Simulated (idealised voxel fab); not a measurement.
Title: Process Module voxel self aligned vias
Section shown: cut. Width: 190 nm. Cell size: 5 nm, square.
Cross-section layout: square cells on a grid; listed as bands, top to bottom; a band spans one or more cell rows. Band: top and bottom heights (nm) first, top before bottom; then materials from left to right, widths in nm. "all across" marks a sole material filling the band edge to edge. "blank" denotes empty space. Ref level 0: as-received wafer is one material below here. Bottom band extends down with no lower bound ("top 0, no bottom"). A two-number width, for instance "30->40", indicates that the width is equal to the first number in the top row of the band and to the second number in the bottom row, and that it changes by a constant amount per row of cells. The designation "no alteration", where it is given for a processing step, indicates that no cell of the cross-section was altered in the course of that step. Basically, "Sealed cavities" tells you about the enclosed voids: empty spaces with no open way to the top, 8 cells or bigger, each written width x height at distance, where distance is from the left edge, all in nm. Step line, after settings: the simulator's comment on this step. overlay nm: where the mask lay relative to plan, measured to the right, on steps with a mask; negatives go left.
### Set out below are the planned steps of the process
step 1: RECEIVE,material Si
step 2: CONFORMAL_DEP,material SiO2,thk nm 15
step 3: CONFORMAL_DEP,material SiCN,thk nm 5
step 4: DIRECTIONAL_DEP,material SiO2,thk nm 30
step 5: PATTERN,tone open,mask id LINES,material resist,width nm 20,pitch nm 60,thk nm 20,overlay nm 0
step 6: DIRECTIONAL_ETCH,etch materials SiO2,depth nm 30
step 7: STRIP,etch materials resist
step 8: CONFORMAL_DEP,material TiN,thk nm 5
step 9: FILL_DEP,material Ru,thk nm 10
step 10: CMP,height nm 50
step 11: SELECTIVE_ETCH,etch materials W Ru TiN,depth nm 5
step 12: FILL_DEP,material SiN,thk nm 10
step 13: CMP,height nm 50
step 14: DIRECTIONAL_DEP,material SiO2,thk nm 15
step 15: PATTERN,tone open,mask id VIAS,material resist,width nm 40,thk nm 15,overlay nm 0
step 16: DIRECTIONAL_ETCH,etch materials SiO2,depth nm 15
step 17: DIRECTIONAL_ETCH,etch materials SiN,depth nm 5
step 18: STRIP,etch materials resist
step 19: CONFORMAL_DEP,material TiN,thk nm 5
step 20: FILL_DEP,material Ru,thk nm 5
step 21: CMP,height nm 65
step 22: CONFORMAL_DEP,material SiN,thk nm 5
### Concerning the first of two wafers, which was run in accordance with the plan
### Shown in cross-section is the wafer as received, that is, as it stands after step 1
- top 0, no bottom  Si all across
- Sealed cavities: none
### Wafer xsec, post step 2
- top 15, bottom 0  SiO2 all across
- Everything under 0 stays put, no change at all.
### Wafer xsec, post step 3
- top 20, bottom 15  SiCN all across
- Everything under 15 stays put, no change at all.
### Wafer xsec, post step 4
- top 50, bottom 20  SiO2 all across
- Everything under 20 stays put, no change at all.
### Wafer xsec, post step 5
- top 70, bottom 50  resist: 55 / blank: 20 / resist: 40 / blank: 20 / resist: 55
- Everything under 50 stays put, no change at all.
### Wafer xsec, post step 6
- top 70, bottom 50  resist: 55 / blank: 20 / resist: 40 / blank: 20 / resist: 55
- top 50, bottom 20  SiO2: 55 / blank: 20 / SiO2: 40 / blank: 20 / SiO2: 55
- Everything under 20 stays put, no change at all.
### Wafer xsec, post step 7
- top 50, bottom 20  SiO2: 55 / blank: 20 / SiO2: 40 / blank: 20 / SiO2: 55
- Everything under 20 stays put, no change at all.
### Wafer xsec, post step 8
- top 55, bottom 50  TiN: 60 / blank: 10 / TiN: 50 / blank: 10 / TiN: 60
- top 50, bottom 25  SiO2: 55 / TiN: 5 / blank: 10 / TiN: 5 / SiO2: 40 / TiN: 5 / blank: 10 / TiN: 5 / SiO2: 55
- top 25, bottom 20  SiO2: 55 / TiN: 20 / SiO2: 40 / TiN: 20 / SiO2: 55
- Everything under 20 stays put, no change at all.
### Wafer xsec, post step 9
- top 65, bottom 55  Ru all across
- top 55, bottom 50  TiN: 60 / Ru: 10 / TiN: 50 / Ru: 10 / TiN: 60
- top 50, bottom 25  SiO2: 55 / TiN: 5 / Ru: 10 / TiN: 5 / SiO2: 40 / TiN: 5 / Ru: 10 / TiN: 5 / SiO2: 55
- Everything under 25 stays put, no change at all.
### Wafer xsec, post step 10
- top 50, bottom 25  SiO2: 55 / TiN: 5 / Ru: 10 / TiN: 5 / SiO2: 40 / TiN: 5 / Ru: 10 / TiN: 5 / SiO2: 55
- Everything under 25 stays put, no change at all.
### Wafer xsec, post step 11
- top 50, bottom 45  SiO2: 55 / blank: 20 / SiO2: 40 / blank: 20 / SiO2: 55
- Everything under 45 stays put, no change at all.
### Wafer xsec, post step 12
- top 60, bottom 50  SiN all across
- top 50, bottom 45  SiO2: 55 / SiN: 20 / SiO2: 40 / SiN: 20 / SiO2: 55
- Everything under 45 stays put, no change at all.
### Wafer xsec, post step 13
- top 50, bottom 45  SiO2: 55 / SiN: 20 / SiO2: 40 / SiN: 20 / SiO2: 55
- Everything under 45 stays put, no change at all.
### Wafer xsec, post step 14
- top 65, bottom 50  SiO2 all across
- Everything under 50 stays put, no change at all.
### Wafer xsec, post step 15
- top 80, bottom 65  resist: 45 / blank: 40 / resist: 105
- Everything under 65 stays put, no change at all.
### Wafer xsec, post step 16
- top 80, bottom 65  resist: 45 / blank: 40 / resist: 105
- top 65, bottom 50  SiO2: 45 / blank: 40 / SiO2: 105
- Everything under 50 stays put, no change at all.
### Wafer xsec, post step 17
- top 80, bottom 65  resist: 45 / blank: 40 / resist: 105
- top 65, bottom 50  SiO2: 45 / blank: 40 / SiO2: 105
- top 50, bottom 45  SiO2: 55 / blank: 20 / SiO2: 40 / SiN: 20 / SiO2: 55
- Everything under 45 stays put, no change at all.
### Wafer xsec, post step 18
- top 65, bottom 50  SiO2: 45 / blank: 40 / SiO2: 105
- Everything under 50 stays put, no change at all.
### Wafer xsec, post step 19
- top 70, bottom 65  TiN: 50 / blank: 30 / TiN: 110
- top 65, bottom 55  SiO2: 45 / TiN: 5 / blank: 30 / TiN: 5 / SiO2: 105
- top 55, bottom 50  SiO2: 45 / TiN: 15 / blank: 10 / TiN: 15 / SiO2: 105
- top 50, bottom 45  SiO2: 55 / TiN: 20 / SiO2: 40 / SiN: 20 / SiO2: 55
- Everything under 45 stays put, no change at all.
### Wafer xsec, post step 20
- top 75, bottom 70  Ru all across
- top 70, bottom 65  TiN: 50 / Ru: 30 / TiN: 110
- top 65, bottom 55  SiO2: 45 / TiN: 5 / Ru: 30 / TiN: 5 / SiO2: 105
- top 55, bottom 50  SiO2: 45 / TiN: 15 / Ru: 10 / TiN: 15 / SiO2: 105
- Everything under 50 stays put, no change at all.
### Wafer xsec, post step 21
- top 65, bottom 55  SiO2: 45 / TiN: 5 / Ru: 30 / TiN: 5 / SiO2: 105
- Everything under 55 stays put, no change at all.
### Wafer xsec, post step 22
- top 70, bottom 65  SiN all across
- Everything under 65 stays put, no change at all.
### Second wafer, same starting state and plan as the first, one mistake in the run, identical through step 14
### Second wafer: cross-section at the scheduled end of step 15
- top 80, bottom 65  resist: 50 / blank: 40 / resist: 100
- Everything under 65 stays put, no change at all.
### Second wafer: cross-section at the scheduled end of step 16
- top 80, bottom 65  resist: 50 / blank: 40 / resist: 100
- top 65, bottom 50  SiO2: 50 / blank: 40 / SiO2: 100
- Everything under 50 stays put, no change at all.
### Second wafer: cross-section at the scheduled end of step 17
- top 80, bottom 65  resist: 50 / blank: 40 / resist: 100
- top 65, bottom 50  SiO2: 50 / blank: 40 / SiO2: 100
- top 50, bottom 45  SiO2: 55 / blank: 20 / SiO2: 40 / SiN: 20 / SiO2: 55
- Everything under 45 stays put, no change at all.
### Second wafer: cross-section at the scheduled end of step 18
- top 65, bottom 50  SiO2: 50 / blank: 40 / SiO2: 100
- Everything under 50 stays put, no change at all.
### Second wafer: cross-section at the scheduled end of step 19
- top 70, bottom 65  TiN: 55 / blank: 30 / TiN: 105
- top 65, bottom 55  SiO2: 50 / TiN: 5 / blank: 30 / TiN: 5 / SiO2: 100
- top 55, bottom 50  SiO2: 50 / TiN: 10 / blank: 10 / TiN: 20 / SiO2: 100
- top 50, bottom 45  SiO2: 55 / TiN: 20 / SiO2: 40 / SiN: 20 / SiO2: 55
- Everything under 45 stays put, no change at all.
### Second wafer: cross-section at the scheduled end of step 20
- top 75, bottom 70  Ru all across
- top 70, bottom 65  TiN: 55 / Ru: 30 / TiN: 105
- top 65, bottom 55  SiO2: 50 / TiN: 5 / Ru: 30 / TiN: 5 / SiO2: 100
- top 55, bottom 50  SiO2: 50 / TiN: 10 / Ru: 10 / TiN: 20 / SiO2: 100
- Everything under 50 stays put, no change at all.
### Second wafer: cross-section at the scheduled end of step 21
- top 65, bottom 55  SiO2: 50 / TiN: 5 / Ru: 30 / TiN: 5 / SiO2: 100
- Everything under 55 stays put, no change at all.
### Second wafer: cross-section at the scheduled end of step 22
- top 70, bottom 65  SiN all across
- Everything under 65 stays put, no change at all.
Deviation from plan: step 15 ran as: PATTERN,tone open,mask id VIAS,material resist,width nm 40,thk nm 15,overlay nm 5
Same inventory, different map: at the end, the second wafer holds as many cells of each material as the first, placed elsewhere.
